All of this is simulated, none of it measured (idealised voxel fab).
Presented below is a process module, voxel ribs on slabs.
Cross-sectional view cut (width: 250 nm; square cell size: 5 nm).
In what follows, cross-sections appear as grids of square cells, described through bands that run from the top down, where every band is one or more rows of cells.
Band entry format. Leading values: height of top, height of bottom, nm. Remainder: materials in left-to-right order, each with its width in nm. Special words: "full width" on a single material, which then fills the band edge to edge; "blank", empty space.
Below 0: as-received wafer, all one material; heights counted from there. Lowest band: no bottom, goes on down, written "0..down".
You'd read "30..40" like this: the band's top row of cells is as wide as the first number, its bottom row is as wide as the second, and going down, every row changes width by the same amount as the row before did.
Basically "no modification" means that step didn't change any cell in the cross-section.
"Fully closed voids": empty spaces of 8 cells or more with no open way to the top, each given as width x height at distance, distance from the left edge, all in nm.
Where a step's line continues beyond its settings, the continuation is a remark by the simulator itself on that step.
"overlay nm" on a masked step: distance the mask lay right of its planned place, negative for left.
**Process steps (planned)**
| 1 | RECEIVE [material Si] |
| 2 | DIRECTIONAL_DEP [material SiO2] [thk nm 20] |
| 3 | DIRECTIONAL_DEP [material polySi] [thk nm 25] |
| 4 | MASKED_ETCH [tone cover] [mask id RIB] [width nm 20] [etch materials polySi] [depth nm 10] [overlay nm 0] |
| 5 | PATTERN [tone cover] [mask id SLAB] [material resist] [width nm 70] [thk nm 15] [overlay nm 0] |
| 6 | DIRECTIONAL_ETCH [etch materials polySi] [depth nm 15] |
| 7 | STRIP [etch materials resist] |
| 8 | FILL_DEP [material SiO2] [thk nm 20] |
| 9 | CMP [height nm 55] |
| 10 | DIRECTIONAL_DEP [material W] [thk nm 5] |
| 11 | DIRECTIONAL_DEP [material aC] [thk nm 10] |
| 12 | PATTERN [tone cover] [mask id HEATER] [material resist] [width nm 30] [thk nm 25] [overlay nm 0] |
| 13 | DIRECTIONAL_ETCH [etch materials aC] [depth nm 10] |
| 14 | STRIP [etch materials resist] |
| 15 | DIRECTIONAL_ETCH [etch materials W] [depth nm 5] |
| 16 | STRIP [etch materials aC] |
| 17 | CONFORMAL_DEP [material SiN] [thk nm 5] |
**The first of the two wafers, which ran as planned**
**Cross-section of the wafer at receipt, which is the condition after step 1**
> 0..down | Si full width
> Fully closed voids: none
**Cross-section of the wafer after step 2**
> 20..0 | SiO2 full width
> For the remainder of the cross-section, below 0, there is no change.
**Cross-section of the wafer after step 3**
> 45..20 | polySi full width
> For the remainder of the cross-section, below 20, there is no change.
**Cross-section of the wafer after step 4**
> 45..35 | blank (115)  polySi (20)  blank (115)
> For the remainder of the cross-section, below 35, there is no change.
**Cross-section of the wafer after step 5**
> 60..45 | blank (90)  resist (70)  blank (90)
> 45..35 | blank (90)  resist (25)  polySi (20)  resist (25)  blank (90)
> For the remainder of the cross-section, below 35, there is no change.
**Cross-section of the wafer after step 6**
> 60..45 | blank (90)  resist (70)  blank (90)
> 45..35 | blank (90)  resist (25)  polySi (20)  resist (25)  blank (90)
> 35..20 | blank (90)  polySi (70)  blank (90)
> For the remainder of the cross-section, below 20, there is no change.
**Cross-section of the wafer after step 7**
> 45..35 | blank (115)  polySi (20)  blank (115)
> For the remainder of the cross-section, below 35, there is no change.
**Cross-section of the wafer after step 8**
> 65..45 | SiO2 full width
> 45..35 | SiO2 (115)  polySi (20)  SiO2 (115)
> 35..20 | SiO2 (90)  polySi (70)  SiO2 (90)
> For the remainder of the cross-section, below 20, there is no change.
**Cross-section of the wafer after step 9**
> 55..45 | SiO2 full width
> For the remainder of the cross-section, below 45, there is no change.
**Cross-section of the wafer after step 10**
> 60..55 | W full width
> For the remainder of the cross-section, below 55, there is no change.
**Cross-section of the wafer after step 11**
> 70..60 | aC full width
> For the remainder of the cross-section, below 60, there is no change.
**Cross-section of the wafer after step 12**
> 95..70 | blank (110)  resist (30)  blank (110)
> For the remainder of the cross-section, below 70, there is no change.
**Cross-section of the wafer after step 13**
> 85..70 | blank (110)  resist (30)  blank (110)
> 70..60 | blank (110)  aC (30)  blank (110)
> For the remainder of the cross-section, below 60, there is no change.
**Cross-section of the wafer after step 14**
> 70..60 | blank (110)  aC (30)  blank (110)
> For the remainder of the cross-section, below 60, there is no change.
**Cross-section of the wafer after step 15**
> 70..60 | blank (110)  aC (30)  blank (110)
> 60..55 | blank (110)  W (30)  blank (110)
> For the remainder of the cross-section, below 55, there is no change.
**Cross-section of the wafer after step 16**
> 60..55 | blank (110)  W (30)  blank (110)
> For the remainder of the cross-section, below 55, there is no change.
**Cross-section of the wafer after step 17**
> 65..60 | blank (105)  SiN (40)  blank (105)
> 60..55 | SiN (110)  W (30)  SiN (110)
> For the remainder of the cross-section, below 55, there is no change.
**The remaining wafer, second of the two, started like the first and was run to the same plan, except that one mistake was made along the way; the two coincide through step 3, inclusive**
**Cross-section, second wafer, at the end time the plan gives for step 4**
> 45..35 | blank (110)  polySi (30)  blank (110)
> For the remainder of the cross-section, below 35, there is no change.
**Cross-section, second wafer, at the end time the plan gives for step 5**
> 60..45 | blank (90)  resist (70)  blank (90)
> 45..35 | blank (90)  resist (20)  polySi (30)  resist (20)  blank (90)
> For the remainder of the cross-section, below 35, there is no change.
**Cross-section, second wafer, at the end time the plan gives for step 6**
> 60..45 | blank (90)  resist (70)  blank (90)
> 45..35 | blank (90)  resist (20)  polySi (30)  resist (20)  blank (90)
> 35..20 | blank (90)  polySi (70)  blank (90)
> For the remainder of the cross-section, below 20, there is no change.
**Cross-section, second wafer, at the end time the plan gives for step 7**
> 45..35 | blank (110)  polySi (30)  blank (110)
> For the remainder of the cross-section, below 35, there is no change.
**Cross-section, second wafer, at the end time the plan gives for step 8**
> 65..45 | SiO2 full width
> 45..35 | SiO2 (110)  polySi (30)  SiO2 (110)
> 35..20 | SiO2 (90)  polySi (70)  SiO2 (90)
> For the remainder of the cross-section, below 20, there is no change.
**Cross-section, second wafer, at the end time the plan gives for step 9**
> 55..45 | SiO2 full width
> For the remainder of the cross-section, below 45, there is no change.
**Cross-section, second wafer, at the end time the plan gives for step 10**
> 60..55 | W full width
> For the remainder of the cross-section, below 55, there is no change.
**Cross-section, second wafer, at the end time the plan gives for step 11**
> 70..60 | aC full width
> For the remainder of the cross-section, below 60, there is no change.
**Cross-section, second wafer, at the end time the plan gives for step 12**
> 95..70 | blank (110)  resist (30)  blank (110)
> For the remainder of the cross-section, below 70, there is no change.
**Cross-section, second wafer, at the end time the plan gives for step 13**
> 85..70 | blank (110)  resist (30)  blank (110)
> 70..60 | blank (110)  aC (30)  blank (110)
> For the remainder of the cross-section, below 60, there is no change.
**Cross-section, second wafer, at the end time the plan gives for step 14**
> 70..60 | blank (110)  aC (30)  blank (110)
> For the remainder of the cross-section, below 60, there is no change.
**Cross-section, second wafer, at the end time the plan gives for step 15**
> 70..60 | blank (110)  aC (30)  blank (110)
> 60..55 | blank (110)  W (30)  blank (110)
> For the remainder of the cross-section, below 55, there is no change.
**Cross-section, second wafer, at the end time the plan gives for step 16**
> 60..55 | blank (110)  W (30)  blank (110)
> For the remainder of the cross-section, below 55, there is no change.
**Cross-section, second wafer, at the end time the plan gives for step 17**
> 65..60 | blank (105)  SiN (40)  blank (105)
> 60..55 | SiN (110)  W (30)  SiN (110)
> For the remainder of the cross-section, below 55, there is no change.
The plan and the run diverged here: so step 4 ended up running with a different setting than we planned, it ran as MASKED_ETCH [tone cover] [mask id RIB] [width nm 30] [etch materials polySi] [depth nm 10] [overlay nm 0]
Bottom line after processing is that, in cells, the second wafer is up or down on some materials versus the first: -4 SiO2, +4 polySi
